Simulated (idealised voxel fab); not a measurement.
You're looking at the process module voxel transistor to metal.
The width of the displayed cross-section, cut, is 205 nm; its cells are square, with a size of 5 nm.
In what follows, cross-sections appear as grids of square cells, described through bands that run from the top down, where every band is one or more rows of cells. Band entry format. Leading values: height of top, height of bottom, nm. Remainder: materials in left-to-right order, each with its width in nm. Special words: "all across" on a single material, which then fills the band edge to edge; "blank", empty space. We count height from 0. Below that, the starting wafer is all one material. The lowest band never ends at the bottom but goes on down; see "0 down" for how that is written. The width entry "30 to 40" should be interpreted row by row: the top row of cells in the band takes the first number, the bottom row takes the second number, and the change between adjacent rows is uniform throughout. "left unchanged" means the step left every cell of the cross-section as it was. Entry "Non-vented voids" = empty spaces >= 8 cells with no open way to the top; each as width x height at distance, distance from left edge, all nm. Anything after a step's settings on that line? It's the simulator's own note about the step. The optional step-line setting "overlay nm" applies to steps with a mask and quantifies how far to the right of its planned location the mask lay, a negative value indicating leftward placement. Guide to the pairs. Each holds a before and an after cross-section around one process step; the after cross-section is cut off at the lowest band that changed. Look under the pair for the step between them and its settings. Pairs can come from different runs of this module on the same starting wafer, so a pair follows on from the one above it only where its entry headed "Before the process" says it does.
-- Before the process
    10 to 0  SiN all across
    0 to -5  SiO2 all across
    -5 down  Si all across
    Non-vented voids: none
-- Cut View, Post-Step
    10 to 0  50 nm blank | 95 nm SiN | 60 nm blank
    Under 0: no change, same as before.
    Non-vented voids: none
Between before and after, shown above: MASKED_ETCH (tone cover; mask id ACTIVE; width nm 95; etch materials SiN; depth nm 10; overlay nm -5)
Before the process: the pre-step structure is the one depicted after the step in the pair just above.
-- Cut View, Post-Step
    10 to 0  50 nm blank | 95 nm SiN | 60 nm blank
    0 to -5  50 nm blank | 100 nm SiO2 | 55 nm blank
    Under -5: no change, same as before.
    Non-vented voids: none
Between before and after, shown above: MASKED_ETCH (tone cover; mask id ACTIVE; width nm 95; etch materials SiO2; depth nm 5; overlay nm 0)
Before the process: the pre-step structure is the one depicted after the step in the pair just above.
-- Cut View, Post-Step
    10 to 0  50 nm blank | 95 nm SiN | 60 nm blank
    0 to -5  50 nm blank | 100 nm SiO2 | 55 nm blank
    -5 to -35  50 nm blank | 100 nm Si | 55 nm blank
    Under -35: no change, same as before.
    Non-vented voids: none
Between before and after, shown above: MASKED_ETCH (tone cover; mask id ACTIVE; width nm 95; etch materials Si; depth nm 30; overlay nm 0)
Before the process: the pre-step structure is the one depicted after the step in the pair just above.
-- Cut View, Post-Step
    10 to 0  50 nm blank | 95 nm SiN | 60 nm blank
    0 to -5  50 nm blank | 100 nm SiO2 | 55 nm blank
    -5 to -35  50 nm blank | 5 nm SiO2 | 90 nm Si | 5 nm SiO2 | 55 nm blank
    -35 to -40  55 nm SiO2 | 90 nm Si | 60 nm SiO2
    Under -40: no change, same as before.
    Non-vented voids: none
Between before and after, shown above: OXIDIZE (depth nm 5)
Before the process: the pre-step structure is the one depicted after the step in the pair just above.
-- Cut View, Post-Step
    15 to 10  SiO2 all across
    10 to 0  50 nm SiO2 | 95 nm SiN | 60 nm SiO2
    0 to -5  SiO2 all across
    -5 to -40  55 nm SiO2 | 90 nm Si | 60 nm SiO2
    Under -40: no change, same as before.
    Non-vented voids: none
Between before and after, shown above: FILL_DEP (material SiO2; thk nm 5)
Before the process: the pre-step structure is the one depicted after the step in the pair just above.
-- Cut View, Post-Step
    10 to 0  50 nm SiO2 | 95 nm SiN | 60 nm SiO2
    Under 0: no change, same as before.
    Non-vented voids: none
Between before and after, shown above: CMP (height nm 10)
Before the process: the pre-step structure is the one depicted after the step in the pair just above.
-- Cut View, Post-Step
    10 to 5  50 nm blank | 95 nm SiN | 60 nm blank
    Under 5: no change, same as before.
    Non-vented voids: none
Between before and after, shown above: SELECTIVE_ETCH (etch materials SiO2; depth nm 5)
Before the process: the pre-step structure is the one depicted after the step in the pair just above.
-- Cut View, Post-Step
    5 to 0  50 nm SiO2 | 95 nm blank | 60 nm SiO2
    Under 0: no change, same as before.
    Non-vented voids: none
Between before and after, shown above: STRIP (etch materials SiN)
Before the process: the pre-step structure is the one depicted after the step in the pair just above.
-- Cut View, Post-Step
    0 to -5  45 nm SiO2 | 105 nm blank | 55 nm SiO2
    Under -5: no change, same as before.
    Non-vented voids: none
Between before and after, shown above: SELECTIVE_ETCH (etch materials SiO2; depth nm 5)
Before the process: the pre-step structure is the one depicted after the step in the pair just above.
-- Cut View, Post-Step
    0 to -5  45 nm SiO2 | 105 nm blank | 55 nm SiO2
    -5 to -10  SiO2 all across
    Under -10: no change, same as before.
    Non-vented voids: none
Between before and after, shown above: OXIDIZE (depth nm 5)
Before the process: the pre-step structure is the one depicted after the step in the pair just above.
-- Cut View, Post-Step
    20 to 15  45 nm polySi | 105 nm blank | 55 nm polySi
    15 to 0  polySi all across
    0 to -5  45 nm SiO2 | 105 nm polySi | 55 nm SiO2
    Under -5: no change, same as before.
    Non-vented voids: none
Between before and after, shown above: DIRECTIONAL_DEP (material polySi; thk nm 20)
Before the process: the pre-step structure is the one depicted after the step in the pair just above.
-- Cut View, Post-Step
    30 to 25  45 nm SiCN | 105 nm blank | 55 nm SiCN
    25 to 20  SiCN all across
    20 to 15  45 nm polySi | 105 nm SiCN | 55 nm polySi
    Under 15: no change, same as before.
    Non-vented voids: none
Between before and after, shown above: DIRECTIONAL_DEP (material SiCN; thk nm 10)
Before the process: the pre-step structure is the one depicted after the step in the pair just above.
-- Cut View, Post-Step
    25 to 20  90 nm blank | 25 nm SiCN | 90 nm blank
    20 to 15  45 nm polySi | 45 nm blank | 25 nm SiCN | 35 nm blank | 55 nm polySi
    Under 15: no change, same as before.
    Non-vented voids: none
Between before and after, shown above: MASKED_ETCH (tone cover; mask id GATE; width nm 25; etch materials SiCN; depth nm 20; overlay nm 0)
Before the process: the pre-step structure is the one depicted after the step in the pair just above.
-- Cut View, Post-Step
    25 to 15  90 nm blank | 25 nm SiCN | 90 nm blank
    15 to 0  90 nm blank | 25 nm polySi | 90 nm blank
    0 to -5  45 nm SiO2 | 45 nm blank | 25 nm polySi | 35 nm blank | 55 nm SiO2
    Under -5: no change, same as before.
    Non-vented voids: none
Between before and after, shown above: MASKED_ETCH (tone cover; mask id GATE; width nm 25; etch materials polySi; depth nm 30; overlay nm 0)
Before the process: the pre-step structure is the one depicted after the step in the pair just above.
-- Cut View, Post-Step
    30 to 25  85 nm blank | 35 nm SiO2 | 85 nm blank
    25 to 15  85 nm blank | 5 nm SiO2 | 25 nm SiCN | 5 nm SiO2 | 85 nm blank
    15 to 5  85 nm blank | 5 nm SiO2 | 25 nm polySi | 5 nm SiO2 | 85 nm blank
    5 to 0  50 nm SiO2 | 35 nm blank | 5 nm SiO2 | 25 nm polySi | 5 nm SiO2 | 25 nm blank | 60 nm SiO2
    0 to -5  90 nm SiO2 | 25 nm polySi | 90 nm SiO2
    Under -5: no change, same as before.
    Non-vented voids: none
Between before and after, shown above: CONFORMAL_DEP (material SiO2; thk nm 5)
Before the process: the pre-step structure is the one depicted after the step in the pair just above.
-- Cut View, Post-Step
    25 to 15  85 nm blank | 5 nm SiO2 | 25 nm SiCN | 5 nm SiO2 | 85 nm blank
    15 to 0  85 nm blank | 5 nm SiO2 | 25 nm polySi | 5 nm SiO2 | 85 nm blank
    0 to -5  50 nm SiO2 | 35 nm blank | 5 nm SiO2 | 25 nm polySi | 5 nm SiO2 | 25 nm blank | 60 nm SiO2
    Under -5: no change, same as before.
    Non-vented voids: none
Between before and after, shown above: DIRECTIONAL_ETCH (etch materials SiO2; depth nm 5)
Before the process: the pre-step structure is the one depicted after the step in the pair just above.
-- Cut View, Post-Step
    30 to 25  80 nm blank | 45 nm SiN | 80 nm blank
    25 to 15  80 nm blank | 5 nm SiN | 5 nm SiO2 | 25 nm SiCN | 5 nm SiO2 | 5 nm SiN | 80 nm blank
    15 to 5  80 nm blank | 5 nm SiN | 5 nm SiO2 | 25 nm polySi | 5 nm SiO2 | 5 nm SiN | 80 nm blank
    5 to 0  55 nm SiN | 25 nm blank | 5 nm SiN | 5 nm SiO2 | 25 nm polySi | 5 nm SiO2 | 5 nm SiN | 15 nm blank | 65 nm SiN
    0 to -5  50 nm SiO2 | 35 nm SiN | 5 nm SiO2 | 25 nm polySi | 5 nm SiO2 | 25 nm SiN | 60 nm SiO2
    Under -5: no change, same as before.
    Non-vented voids: none
Between before and after, shown above: CONFORMAL_DEP (material SiN; thk nm 5)
Before the process: the pre-step structure is the one depicted after the step in the pair just above.
-- Cut View, Post-Step
    25 to 15  80 nm blank | 5 nm SiN | 5 nm SiO2 | 25 nm SiCN | 5 nm SiO2 | 5 nm SiN | 80 nm blank
    15 to 0  80 nm blank | 5 nm SiN | 5 nm SiO2 | 25 nm polySi | 5 nm SiO2 | 5 nm SiN | 80 nm blank
    0 to -5  50 nm SiO2 | 5 nm SiN | 25 nm blank | 5 nm SiN | 5 nm SiO2 | 25 nm polySi | 5 nm SiO2 | 5 nm SiN | 15 nm blank | 5 nm SiN | 60 nm SiO2
    Under -5: no change, same as before.
    Non-vented voids: none
Between before and after, shown above: DIRECTIONAL_ETCH (etch materials SiN; depth nm 5)
Before the process: the pre-step structure is the one depicted after the step in the pair just above.
-- Cut View, Post-Step
    25 to 20  80 nm blank | 5 nm SiN | 5 nm blank | 25 nm SiCN | 5 nm blank | 5 nm SiN | 80 nm blank
    20 to 15  80 nm blank | 5 nm SiN | 5 nm SiO2 | 25 nm SiCN | 5 nm SiO2 | 5 nm SiN | 80 nm blank
    15 to 0  80 nm blank | 5 nm SiN | 5 nm SiO2 | 25 nm polySi | 5 nm SiO2 | 5 nm SiN | 80 nm blank
    0 to -5  50 nm blank | 5 nm SiN | 25 nm blank | 5 nm SiN | 5 nm SiO2 | 25 nm polySi | 5 nm SiO2 | 5 nm SiN | 15 nm blank | 5 nm SiN | 60 nm blank
    -5 to -10  55 nm SiO2 | 25 nm blank | 45 nm SiO2 | 15 nm blank | 65 nm SiO2
    Under -10: no change, same as before.
    Non-vented voids: none
Between before and after, shown above: DIRECTIONAL_ETCH (etch materials SiO2; depth nm 5)
Before the process: the pre-step structure is the one depicted after the step in the pair just above.
-- Cut View, Post-Step
    25 to 20  80 nm blank | 5 nm SiN | 5 nm blank | 25 nm SiCN | 5 nm blank | 5 nm SiN | 80 nm blank
    20 to 15  80 nm blank | 5 nm SiN | 5 nm SiO2 | 25 nm SiCN | 5 nm SiO2 | 5 nm SiN | 80 nm blank
    15 to 0  80 nm blank | 5 nm SiN | 5 nm SiO2 | 25 nm polySi | 5 nm SiO2 | 5 nm SiN | 80 nm blank
    0 to -5  50 nm blank | 5 nm SiN | 25 nm blank | 5 nm SiN | 5 nm SiO2 | 25 nm polySi | 5 nm SiO2 | 5 nm SiN | 15 nm blank | 5 nm SiN | 60 nm blank
    -5 to -10  55 nm SiO2 | 25 nm pSi | 45 nm SiO2 | 15 nm pSi | 65 nm SiO2
    Under -10: no change, same as before.
    Non-vented voids: none
Between before and after, shown above: EPI (material pSi; thk nm 5)
Before the process: the pre-step structure is the one depicted after the step in the pair just above.
-- Cut View, Post-Step
    35 to 25  SiO2 all across
    25 to 15  80 nm SiO2 | 5 nm SiN | 5 nm SiO2 | 25 nm SiCN | 5 nm SiO2 | 5 nm SiN | 80 nm SiO2
    15 to 0  80 nm SiO2 | 5 nm SiN | 5 nm SiO2 | 25 nm polySi | 5 nm SiO2 | 5 nm SiN | 80 nm SiO2
    0 to -5  50 nm SiO2 | 5 nm SiN | 25 nm SiO2 | 5 nm SiN | 5 nm SiO2 | 25 nm polySi | 5 nm SiO2 | 5 nm SiN | 15 nm SiO2 | 5 nm SiN | 60 nm SiO2
    Under -5: no change, same as before.
    Non-vented voids: none
Between before and after, shown above: FILL_DEP (material SiO2; thk nm 10)
Before the process: the pre-step structure is the one depicted after the step in the pair just above.
-- Cut View, Post-Step
    25 to 15  80 nm SiO2 | 5 nm SiN | 5 nm SiO2 | 25 nm SiCN | 5 nm SiO2 | 5 nm SiN | 80 nm SiO2
    Under 15: no change, same as before.
    Non-vented voids: none
Between before and after, shown above: CMP (height nm 25)
Before the process: the pre-step structure is the one depicted after the step in the pair just above.
-- Cut View, Post-Step
    35 to 25  SiO2 all across
    Under 25: no change, same as before.
    Non-vented voids: none
Between before and after, shown above: DIRECTIONAL_DEP (material SiO2; thk nm 10)
Before the process: the pre-step structure is the one depicted after the step in the pair just above.
-- Cut View, Post-Step
    50 to 35  aC all across
    Under 35: no change, same as before.
    Non-vented voids: none
Between before and after, shown above: DIRECTIONAL_DEP (material aC; thk nm 15)
Before the process: the pre-step structure is the one depicted after the step in the pair just above.
-- Cut View, Post-Step
    85 to 50  60 nm resist | 15 nm blank | 55 nm resist | 15 nm blank | 60 nm resist
    Under 50: no change, same as before.
    Non-vented voids: none
Between before and after, shown above: PATTERN (tone open; mask id CONTACT; material resist; width nm 15; pitch nm 70; thk nm 35; overlay nm 0)
Before the process: the pre-step structure is the one depicted after the step in the pair just above.
-- Cut View, Post-Step
    70 to 50  60 nm resist | 15 nm blank | 55 nm resist | 15 nm blank | 60 nm resist
    50 to 35  60 nm aC | 15 nm blank | 55 nm aC | 15 nm blank | 60 nm aC
    Under 35: no change, same as before.
    Non-vented voids: none
Between before and after, shown above: DIRECTIONAL_ETCH (etch materials aC; depth nm 15)
Before the process: the pre-step structure is the one depicted after the step in the pair just above.
-- Cut View, Post-Step
    50 to 35  60 nm aC | 15 nm blank | 55 nm aC | 15 nm blank | 60 nm aC
    Under 35: no change, same as before.
    Non-vented voids: none
Between before and after, shown above: STRIP (etch materials resist)
Before the process: the pre-step structure is the one depicted after the step in the pair just above.
-- Cut View, Post-Step
    50 to 35  60 nm aC | 15 nm blank | 55 nm aC | 15 nm blank | 60 nm aC
    35 to 25  60 nm SiO2 | 15 nm blank | 55 nm SiO2 | 15 nm blank | 60 nm SiO2
    25 to 15  60 nm SiO2 | 15 nm blank | 5 nm SiO2 | 5 nm SiN | 5 nm SiO2 | 25 nm SiCN | 5 nm SiO2 | 5 nm SiN | 5 nm SiO2 | 15 nm blank | 60 nm SiO2
    15 to 0  60 nm SiO2 | 15 nm blank | 5 nm SiO2 | 5 nm SiN | 5 nm SiO2 | 25 nm polySi | 5 nm SiO2 | 5 nm SiN | 5 nm SiO2 | 15 nm blank | 60 nm SiO2
    0 to -5  50 nm SiO2 | 5 nm SiN | 5 nm SiO2 | 15 nm blank | 5 nm SiO2 | 5 nm SiN | 5 nm SiO2 | 25 nm polySi | 5 nm SiO2 | 5 nm SiN | 5 nm SiO2 | 10 nm blank | 5 nm SiN | 60 nm SiO2
    Under -5: no change, same as before.
    Non-vented voids: none
Between before and after, shown above: DIRECTIONAL_ETCH (etch materials SiO2; depth nm 40)
Before the process: the pre-step structure is the one depicted after the step in the pair just above.
-- Cut View, Post-Step
    35 to 25  60 nm SiO2 | 15 nm blank | 55 nm SiO2 | 15 nm blank | 60 nm SiO2
    Under 25: no change, same as before.
    Non-vented voids: none
Between before and after, shown above: STRIP (etch materials aC)
Before the process: the pre-step structure is the one depicted after the step in the pair just above.
-- Cut View, Post-Step
    40 to 35  65 nm TiN | 5 nm blank | 65 nm TiN | 5 nm blank | 65 nm TiN
    35 to 25  60 nm SiO2 | 5 nm TiN | 5 nm blank | 5 nm TiN | 55 nm SiO2 | 5 nm TiN | 5 nm blank | 5 nm TiN | 60 nm SiO2
    25 to 15  60 nm SiO2 | 5 nm TiN | 5 nm blank | 5 nm TiN | 5 nm SiO2 | 5 nm SiN | 5 nm SiO2 | 25 nm SiCN | 5 nm SiO2 | 5 nm SiN | 5 nm SiO2 | 5 nm TiN | 5 nm blank | 5 nm TiN | 60 nm SiO2
    15 to 5  60 nm SiO2 | 5 nm TiN | 5 nm blank | 5 nm TiN | 5 nm SiO2 | 5 nm SiN | 5 nm SiO2 | 25 nm polySi | 5 nm SiO2 | 5 nm SiN | 5 nm SiO2 | 5 nm TiN | 5 nm blank | 5 nm TiN | 60 nm SiO2
    5 to 0  60 nm SiO2 | 5 nm TiN | 5 nm blank | 5 nm TiN | 5 nm SiO2 | 5 nm SiN | 5 nm SiO2 | 25 nm polySi | 5 nm SiO2 | 5 nm SiN | 5 nm SiO2 | 15 nm TiN | 60 nm SiO2
    0 to -5  50 nm SiO2 | 5 nm SiN | 5 nm SiO2 | 15 nm TiN | 5 nm SiO2 | 5 nm SiN | 5 nm SiO2 | 25 nm polySi | 5 nm SiO2 | 5 nm SiN | 5 nm SiO2 | 10 nm TiN | 5 nm SiN | 60 nm SiO2
    Under -5: no change, same as before.
    Non-vented voids: none
Between before and after, shown above: CONFORMAL_DEP (material TiN; thk nm 5)
Before the process: the pre-step structure is the one depicted after the step in the pair just above.
-- Cut View, Post-Step
    50 to 40  W all across
    40 to 35  65 nm TiN | 5 nm W | 65 nm TiN | 5 nm W | 65 nm TiN
    35 to 25  60 nm SiO2 | 5 nm TiN | 5 nm W | 5 nm TiN | 55 nm SiO2 | 5 nm TiN | 5 nm W | 5 nm TiN | 60 nm SiO2
    25 to 15  60 nm SiO2 | 5 nm TiN | 5 nm W | 5 nm TiN | 5 nm SiO2 | 5 nm SiN | 5 nm SiO2 | 25 nm SiCN | 5 nm SiO2 | 5 nm SiN | 5 nm SiO2 | 5 nm TiN | 5 nm W | 5 nm TiN | 60 nm SiO2
    15 to 5  60 nm SiO2 | 5 nm TiN | 5 nm W | 5 nm TiN | 5 nm SiO2 | 5 nm SiN | 5 nm SiO2 | 25 nm polySi | 5 nm SiO2 | 5 nm SiN | 5 nm SiO2 | 5 nm TiN | 5 nm W | 5 nm TiN | 60 nm SiO2
    5 to 0  60 nm SiO2 | 5 nm TiN | 5 nm W | 5 nm TiN | 5 nm SiO2 | 5 nm SiN | 5 nm SiO2 | 25 nm polySi | 5 nm SiO2 | 5 nm SiN | 5 nm SiO2 | 15 nm TiN | 60 nm SiO2
    Under 0: no change, same as before.
    Non-vented voids: none
Between before and after, shown above: FILL_DEP (material W; thk nm 10)
Before the process: the pre-step structure is the one depicted after the step in the pair just above.
-- Cut View, Post-Step
    35 to 25  60 nm SiO2 | 5 nm TiN | 5 nm W | 5 nm TiN | 55 nm SiO2 | 5 nm TiN | 5 nm W | 5 nm TiN | 60 nm SiO2
    Under 25: no change, same as before.
    Non-vented voids: none
Between before and after, shown above: CMP (height nm 35)
Before the process: the pre-step structure is the one depicted after the step in the pair just above.
-- Cut View, Post-Step
    40 to 35  SiCN all across
    Under 35: no change, same as before.
    Non-vented voids: none
Between before and after, shown above: CONFORMAL_DEP (material SiCN; thk nm 5)
Before the process: the pre-step structure is the one depicted after the step in the pair just above.
-- Cut View, Post-Step
    60 to 40  lowk all across
    Under 40: no change, same as before.
    Non-vented voids: none
Between before and after, shown above: DIRECTIONAL_DEP (material lowk; thk nm 20)
Before the process: the pre-step structure is the one depicted after the step in the pair just above.
-- Cut View, Post-Step
    60 to 40  60 nm lowk | 15 nm blank | 55 nm lowk | 15 nm blank | 60 nm lowk
    Under 40: no change, same as before.
    Non-vented voids: none
Between before and after, shown above: MASKED_ETCH (tone open; mask id METAL_1; width nm 15; pitch nm 70; etch materials lowk; depth nm 20; overlay nm 0)
Before the process: the pre-step structure is the one depicted after the step in the pair just above.
-- Cut View, Post-Step
    60 to 40  60 nm lowk | 15 nm blank | 55 nm lowk | 15 nm blank | 60 nm lowk
    40 to 35  60 nm SiCN | 15 nm blank | 55 nm SiCN | 15 nm blank | 60 nm SiCN
    Under 35: no change, same as before.
    Non-vented voids: none
Between before and after, shown above: MASKED_ETCH (tone open; mask id METAL_1; width nm 15; pitch nm 70; etch materials SiCN; depth nm 5; overlay nm 0)
Before the process: the pre-step structure is the one depicted after the step in the pair just above.
-- Cut View, Post-Step
    65 to 60  65 nm TiN | 5 nm blank | 65 nm TiN | 5 nm blank | 65 nm TiN
    60 to 40  60 nm lowk | 5 nm TiN | 5 nm blank | 5 nm TiN | 55 nm lowk | 5 nm TiN | 5 nm blank | 5 nm TiN | 60 nm lowk
    40 to 35  60 nm SiCN | 15 nm TiN | 55 nm SiCN | 15 nm TiN | 60 nm SiCN
    Under 35: no change, same as before.
    Non-vented voids: none
Between before and after, shown above: CONFORMAL_DEP (material TiN; thk nm 5)
Before the process: the pre-step structure is the one depicted after the step in the pair just above.
-- Cut View, Post-Step
    75 to 65  Cu all across
    65 to 60  65 nm TiN | 5 nm Cu | 65 nm TiN | 5 nm Cu | 65 nm TiN
    60 to 40  60 nm lowk | 5 nm TiN | 5 nm Cu | 5 nm TiN | 55 nm lowk | 5 nm TiN | 5 nm Cu | 5 nm TiN | 60 nm lowk
    Under 40: no change, same as before.
    Non-vented voids: none
Between before and after, shown above: FILL_DEP (material Cu; thk nm 10)
Before the process: the pre-step structure is the one depicted after the step in the pair just above.
-- Cut View, Post-Step
    60 to 40  60 nm lowk | 5 nm TiN | 5 nm Cu | 5 nm TiN | 55 nm lowk | 5 nm TiN | 5 nm Cu | 5 nm TiN | 60 nm lowk
    Under 40: no change, same as before.
    Non-vented voids: none
Between before and after, shown above: CMP (height nm 60)
Before the process: the pre-step structure is the one depicted after the step in the pair just above.
-- Cut View, Post-Step
    65 to 60  SiN all across
    Under 60: no change, same as before.
    Non-vented voids: none
Between before and after, shown above: CONFORMAL_DEP (material SiN; thk nm 5)
-- Before the process
    35 to 25  60 nm SiO2 | 5 nm TiN | 5 nm W | 5 nm TiN | 55 nm SiO2 | 5 nm TiN | 5 nm W | 5 nm TiN | 60 nm SiO2
    25 to 15  60 nm SiO2 | 5 nm TiN | 5 nm W | 5 nm TiN | 5 nm SiO2 | 5 nm SiN | 5 nm SiO2 | 25 nm SiCN | 5 nm SiO2 | 5 nm SiN | 5 nm SiO2 | 5 nm TiN | 5 nm W | 5 nm TiN | 60 nm SiO2
    15 to 0  60 nm SiO2 | 5 nm TiN | 5 nm W | 5 nm TiN | 5 nm SiO2 | 5 nm SiN | 5 nm SiO2 | 25 nm polySi | 5 nm SiO2 | 5 nm SiN | 5 nm SiO2 | 5 nm TiN | 5 nm W | 5 nm TiN | 60 nm SiO2
    0 to -5  55 nm SiO2 | 5 nm SiN | 15 nm TiN | 5 nm SiO2 | 5 nm SiN | 5 nm SiO2 | 25 nm polySi | 5 nm SiO2 | 5 nm SiN | 5 nm SiO2 | 15 nm TiN | 5 nm SiN | 55 nm SiO2
    -5 to -10  60 nm SiO2 | 20 nm pSi | 45 nm SiO2 | 20 nm pSi | 60 nm SiO2
    -10 to -40  60 nm SiO2 | 85 nm Si | 60 nm SiO2
    -40 down  Si all across
    Non-vented voids: none
-- Cut View, Post-Step
    40 to 35  TiN all across
    Under 35: no change, same as before.
    Non-vented voids: none
Between before and after, shown above: CONFORMAL_DEP (material TiN; thk nm 5)
Before the process: the pre-step structure is the one depicted after the step in the pair just above.
-- Cut View, Post-Step
    60 to 40  lowk all across
    Under 40: no change, same as before.
    Non-vented voids: none
Between before and after, shown above: DIRECTIONAL_DEP (material lowk; thk nm 20)
Before the process: the pre-step structure is the one depicted after the step in the pair just above.
-- Cut View, Post-Step
    60 to 40  60 nm lowk | 15 nm blank | 55 nm lowk | 15 nm blank | 60 nm lowk
    Under 40: no change, same as before.
    Non-vented voids: none
Between before and after, shown above: MASKED_ETCH (tone open; mask id METAL_1; width nm 15; pitch nm 70; etch materials lowk; depth nm 20; overlay nm 0)
Before the process: the pre-step structure is the one depicted after the step in the pair just above.
-- Cut View, Post-Step
    65 to 60  65 nm TiN | 5 nm blank | 65 nm TiN | 5 nm blank | 65 nm TiN
    60 to 45  60 nm lowk | 5 nm TiN | 5 nm blank | 5 nm TiN | 55 nm lowk | 5 nm TiN | 5 nm blank | 5 nm TiN | 60 nm lowk
    45 to 40  60 nm lowk | 15 nm TiN | 55 nm lowk | 15 nm TiN | 60 nm lowk
    Under 40: no change, same as before.
    Non-vented voids: none
Between before and after, shown above: CONFORMAL_DEP (material TiN; thk nm 5)
Before the process: the pre-step structure is the one depicted after the step in the pair just above.
-- Cut View, Post-Step
    75 to 65  Cu all across
    65 to 60  65 nm TiN | 5 nm Cu | 65 nm TiN | 5 nm Cu | 65 nm TiN
    60 to 45  60 nm lowk | 5 nm TiN | 5 nm Cu | 5 nm TiN | 55 nm lowk | 5 nm TiN | 5 nm Cu | 5 nm TiN | 60 nm lowk
    Under 45: no change, same as before.
    Non-vented voids: none
Between before and after, shown above: FILL_DEP (material Cu; thk nm 10)
Before the process: the pre-step structure is the one depicted after the step in the pair just above.
-- Cut View, Post-Step
    60 to 45  60 nm lowk | 5 nm TiN | 5 nm Cu | 5 nm TiN | 55 nm lowk | 5 nm TiN | 5 nm Cu | 5 nm TiN | 60 nm lowk
    Under 45: no change, same as before.
    Non-vented voids: none
Between before and after, shown above: CMP (height nm 60)
Before the process: the pre-step structure is the one depicted after the step in the pair just above.
-- Cut View, Post-Step
    65 to 60  SiN all across
    Under 60: no change, same as before.
    Non-vented voids: none
Between before and after, shown above: CONFORMAL_DEP (material SiN; thk nm 5)
-- Before the process
    50 to 35  aC all across
    35 to 25  SiO2 all across
    25 to 15  80 nm SiO2 | 5 nm SiN | 5 nm SiO2 | 25 nm SiCN | 5 nm SiO2 | 5 nm SiN | 80 nm SiO2
    15 to 0  80 nm SiO2 | 5 nm SiN | 5 nm SiO2 | 25 nm polySi | 5 nm SiO2 | 5 nm SiN | 80 nm SiO2
    0 to -5  55 nm SiO2 | 5 nm SiN | 20 nm SiO2 | 5 nm SiN | 5 nm SiO2 | 25 nm polySi | 5 nm SiO2 | 5 nm SiN | 20 nm SiO2 | 5 nm SiN | 55 nm SiO2
    -5 to -10  60 nm SiO2 | 20 nm pSi | 45 nm SiO2 | 20 nm pSi | 60 nm SiO2
    -10 to -40  60 nm SiO2 | 85 nm Si | 60 nm SiO2
    -40 down  Si all across
    Non-vented voids: none
-- Cut View, Post-Step
    85 to 50  60 nm blank | 15 nm resist | 55 nm blank | 15 nm resist | 60 nm blank
    Under 50: no change, same as before.
    Non-vented voids: none
Between before and after, shown above: PATTERN (tone cover; mask id CONTACT; material resist; width nm 15; pitch nm 70; thk nm 35; overlay nm 0)
Before the process: the pre-step structure is the one depicted after the step in the pair just above.
-- Cut View, Post-Step
    70 to 50  60 nm blank | 15 nm resist | 55 nm blank | 15 nm resist | 60 nm blank
    50 to 35  60 nm blank | 15 nm aC | 55 nm blank | 15 nm aC | 60 nm blank
    Under 35: no change, same as before.
    Non-vented voids: none
Between before and after, shown above: DIRECTIONAL_ETCH (etch materials aC; depth nm 15)
Before the process: the pre-step structure is the one depicted after the step in the pair just above.
-- Cut View, Post-Step
    50 to 35  60 nm blank | 15 nm aC | 55 nm blank | 15 nm aC | 60 nm blank
    Under 35: no change, same as before.
    Non-vented voids: none
Between before and after, shown above: STRIP (etch materials resist)
Before the process: the pre-step structure is the one depicted after the step in the pair just above.
-- Cut View, Post-Step
    50 to 35  60 nm blank | 15 nm aC | 55 nm blank | 15 nm aC | 60 nm blank
    35 to 25  60 nm blank | 15 nm SiO2 | 55 nm blank | 15 nm SiO2 | 60 nm blank
    25 to 15  60 nm blank | 15 nm SiO2 | 5 nm blank | 5 nm SiN | 5 nm blank | 25 nm SiCN | 5 nm blank | 5 nm SiN | 5 nm blank | 15 nm SiO2 | 60 nm blank
    15 to 0  60 nm blank | 15 nm SiO2 | 5 nm blank | 5 nm SiN | 5 nm blank | 25 nm polySi | 5 nm blank | 5 nm SiN | 5 nm blank | 15 nm SiO2 | 60 nm blank
    0 to -5  55 nm blank | 5 nm SiN | 15 nm SiO2 | 5 nm blank | 5 nm SiN | 5 nm blank | 25 nm polySi | 5 nm blank | 5 nm SiN | 5 nm blank | 15 nm SiO2 | 5 nm SiN | 55 nm blank
    Under -5: no change, same as before.
    Non-vented voids: none
Between before and after, shown above: DIRECTIONAL_ETCH (etch materials SiO2; depth nm 40)
Before the process: the pre-step structure is the one depicted after the step in the pair just above.
-- Cut View, Post-Step
    35 to 25  60 nm blank | 15 nm SiO2 | 55 nm blank | 15 nm SiO2 | 60 nm blank
    Under 25: no change, same as before.
    Non-vented voids: none
Between before and after, shown above: STRIP (etch materials aC)
Before the process: the pre-step structure is the one depicted after the step in the pair just above.
-- Cut View, Post-Step
    40 to 35  55 nm blank | 25 nm TiN | 45 nm blank | 25 nm TiN | 55 nm blank
    35 to 30  55 nm blank | 5 nm TiN | 15 nm SiO2 | 5 nm TiN | 45 nm blank | 5 nm TiN | 15 nm SiO2 | 5 nm TiN | 55 nm blank
    30 to 25  55 nm blank | 5 nm TiN | 15 nm SiO2 | 55 nm TiN | 15 nm SiO2 | 5 nm TiN | 55 nm blank
    25 to 15  55 nm blank | 5 nm TiN | 15 nm SiO2 | 5 nm TiN | 5 nm SiN | 5 nm TiN | 25 nm SiCN | 5 nm TiN | 5 nm SiN | 5 nm TiN | 15 nm SiO2 | 5 nm TiN | 55 nm blank
    15 to 5  55 nm blank | 5 nm TiN | 15 nm SiO2 | 5 nm TiN | 5 nm SiN | 5 nm TiN | 25 nm polySi | 5 nm TiN | 5 nm SiN | 5 nm TiN | 15 nm SiO2 | 5 nm TiN | 55 nm blank
    5 to 0  50 nm blank | 10 nm TiN | 15 nm SiO2 | 5 nm TiN | 5 nm SiN | 5 nm TiN | 25 nm polySi | 5 nm TiN | 5 nm SiN | 5 nm TiN | 15 nm SiO2 | 10 nm TiN | 50 nm blank
    0 to -5  55 nm TiN | 5 nm SiN | 15 nm SiO2 | 5 nm TiN | 5 nm SiN | 5 nm TiN | 25 nm polySi | 5 nm TiN | 5 nm SiN | 5 nm TiN | 15 nm SiO2 | 5 nm SiN | 55 nm TiN
    Under -5: no change, same as before.
    Non-vented voids: none
Between before and after, shown above: CONFORMAL_DEP (material TiN; thk nm 5)
